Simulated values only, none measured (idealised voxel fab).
process module | voxel released beams
cross-section cut | 285 nm wide | cells 5 nm
A cross-section is a grid of square cells, given in bands from the top down. A band is one or more rows of cells.
Each band's line starts with the height of the band's top and of its bottom, in nm. Then come its materials from left to right, each with its width in nm. One material with "throughout" fills the band from edge to edge. "air" is empty space.
Height 0 is the level under which the wafer as received is all one material. The lowest band goes on downwards, as in "0 down".
A width such as "30 to 40" changes by the same amount from each row of cells to the next, from the band's top row to its bottom row.
"no change" after a step means that no cell of the cross-section changed.
closed voids: empty space of 8 cells or more with no open way to the top, each as width x height at its distance from the left edge, in nm
after a step's settings: what the simulator itself notes on the step
overlay nm, on a step with a mask: how far to the right of its planned place the mask lay; to the left if negative
plan
1 op RECEIVE | material Si
2 op CONFORMAL_DEP | material Al2O3 | thk nm 5
3 op DIRECTIONAL_DEP | material SiO2 | thk nm 20
4 op MASKED_ETCH | tone open | mask id ANCHOR | width nm 35 | etch materials SiO2 | depth nm 20 | overlay nm 0
5 op CONFORMAL_DEP | material polySi | thk nm 15
6 op MASKED_ETCH | tone cover | mask id BEAM | width nm 90 | etch materials polySi | depth nm 15 | overlay nm 0
7 op STRIP | etch materials SiO2
first wafer, as planned
as received, after step 1
  0 down: Si throughout
  closed voids: none
after step 2
  5 to 0: Al2O3 throughout
  below 0: unchanged
after step 3
  25 to 5: SiO2 throughout
  below 5: unchanged
after step 4
  25 to 5: SiO2 100 | air 35 | SiO2 150
  below 5: unchanged
after step 5
  40 to 25: polySi 115 | air 5 | polySi 165
  25 to 20: SiO2 100 | polySi 15 | air 5 | polySi 15 | SiO2 150
  20 to 5: SiO2 100 | polySi 35 | SiO2 150
  below 5: unchanged
after step 6
  40 to 25: air 95 | polySi 20 | air 5 | polySi 65 | air 100
  below 25: unchanged
after step 7
  40 to 25: air 95 | polySi 20 | air 5 | polySi 65 | air 100
  25 to 20: air 100 | polySi 15 | air 5 | polySi 15 | air 150
  20 to 5: air 100 | polySi 35 | air 150
  below 5: unchanged
second wafer: like start, like plan, one mistake. Through step 4 it matches the first wafer
when step 5 should have ended
  50 to 25: polySi throughout
  25 to 5: SiO2 100 | polySi 35 | SiO2 150
  below 5: unchanged
when step 6 should have ended
  50 to 35: air 95 | polySi 90 | air 100
  below 35: unchanged
when step 7 should have ended: no change
what went wrong: step 5 ran as: op CONFORMAL_DEP | material polySi | thk nm 25
at the end the second wafer has, in cells: 200 more of SiO2 | 118 more of polySi
